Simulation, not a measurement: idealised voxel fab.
Process module under the name voxel tone inversion
Cross-section cut: width 240 nm, square cells of 5 nm.
Heads up, the way a cross-section reads in here is a grid of square cells, handed over as bands from the top down, with every band being one or more rows of cells.
Heads up on the band format: heights come first, top then bottom, in nm. After that it's the materials left to right, each with its width in nm. A single material flagged "all across" fills the whole band edge to edge, and "empty" means there's empty space there.
It should be noted that heights are counted from 0, beneath which the wafer as supplied is of one material throughout, and that the lowest band possesses no lower boundary but continues downward, as written in "from 0 down".
Width "30 to 40": first value at the band's top row of cells, second value at its bottom row, equal change from row to row.
Where a step carries "changes: none", the cross-section came out of it unchanged, cell for cell.
In the "Entrapped voids" entry, you get each enclosed empty space of 8 cells or more, one with no open way to the top, written width x height at distance, distance from the left edge, in nm.
What comes after the settings on a step's line is commentary from the simulator itself on that step.
"overlay nm", when on a step's line for a step with a mask, measures how far to the right of its planned place the mask lay; a negative measure means to the left.

Planned process steps:
- 1: RECEIVE: material Si
- 2: CONFORMAL_DEP: material SiCN, thk nm 10
- 3: DIRECTIONAL_DEP: material aC, thk nm 20
- 4: PATTERN: tone cover, mask id POSTS, material resist, width nm 20, pitch nm 45, thk nm 25, overlay nm 0
- 5: DIRECTIONAL_ETCH: etch materials aC, depth nm 20
- 6: STRIP: etch materials resist
- 7: FILL_DEP: material SiO2, thk nm 10
- 8: CMP: height nm 30
- 9: STRIP: etch materials aC
- 10: CONFORMAL_DEP: material TiN, thk nm 5
- 11: FILL_DEP: material Cu, thk nm 10
- 12: CMP: height nm 30
- 13: CONFORMAL_DEP: material SiCN, thk nm 5

Wafer as received: cross-section following step 1:
> from 0 down = Si all across
> Entrapped voids: none

Same starting wafer, same plan as above, one mistake in the execution; this is the cross-section at the end of the module:
> from 35 to 30 = SiCN all across
> from 30 to 15 = 95 SiO2 | 5 TiN | 10 Cu | 5 TiN | 25 SiO2 | 5 TiN | 10 Cu | 5 TiN | 80 SiO2
> from 15 to 10 = 95 SiO2 | 20 TiN | 25 SiO2 | 20 TiN | 80 SiO2
> from 10 to 0 = SiCN all across
> from 0 down = Si all across
> Entrapped voids: none
Plan not followed: heads up, step 4 didn't go per plan, it actually ran as PATTERN: tone cover, mask id POSTS, material resist, width nm 20, pitch nm 45, thk nm 25, overlay nm 10
